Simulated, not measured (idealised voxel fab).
The process module that follows is named voxel tone inversion.
Square cell edge 5 nm, section width 180 nm, ID cut.
Think of the cross-section as a grid of square cells. We describe it in bands, top to bottom, and each band covers one or more rows of those cells.
Band: top height; bottom height; in nm. Then, left to right: material with width in nm, for each material. "full width": a single material spanning edge to edge. "air": empty space.
The level at which height equals 0 is the one under which the wafer, as it arrives, is entirely one material. No lower edge exists for the bottom band, which continues downward and is notated as in "top 0, no bottom".
The width entry "30->40" should be interpreted row by row: the top row of cells in the band takes the first number, the bottom row takes the second number, and the change between adjacent rows is uniform throughout.
Take "remained the same" at face value: in the step it is given for, the cross-section changed in none of its cells.
Each empty space that has no open way to the top and spans at least 8 cells appears under "Listed closed voids" as width x height at distance, the distance counted from the left edge, all in nm.
Read whatever lies past the settings on a step's line as the simulator's own remark about the step.
overlay nm: how far to the right of its planned place the mask lay on this masked step (negative: to the left).

This section lists the process steps that were planned:
1 RECEIVE | material Si
2 CONFORMAL_DEP | material SiCN | thk nm 5
3 DIRECTIONAL_DEP | material aC | thk nm 15
4 PATTERN | tone cover | mask id POSTS | material resist | width nm 15 | pitch nm 45 | thk nm 25 | overlay nm 0
5 DIRECTIONAL_ETCH | etch materials aC | depth nm 15
6 STRIP | etch materials resist
7 FILL_DEP | material SiO2 | thk nm 10
8 CMP | height nm 20
9 STRIP | etch materials aC

As received (post step 1): cross-section:
	top 0, no bottom | Si full width
	Listed closed voids: none

Here's the cross-section of the first of our two wafers at the end of the module - it ran as planned:
	top 20, bottom 5 | SiO2 60 nm | air 15 nm | SiO2 30 nm | air 15 nm | SiO2 60 nm
	top 5, bottom 0 | SiCN full width
	top 0, no bottom | Si full width
	Listed closed voids: none

Cross-section, second wafer: same start as the first, same plan as the first, one mistake in running it; taken at the end of the module:
	top 20, bottom 5 | air 60 nm | SiO2 15 nm | air 30 nm | SiO2 15 nm | air 60 nm
	top 5, bottom 0 | SiCN full width
	top 0, no bottom | Si full width
	Listed closed voids: none
The plan and the run diverged here: step 4 did not happen as planned, as run it was PATTERN | tone open | mask id POSTS | material resist | width nm 15 | pitch nm 45 | thk nm 25 | overlay nm 0
Heads up, by the end the second wafer has more or fewer cells of some materials compared to the first: 72 fewer of SiO2
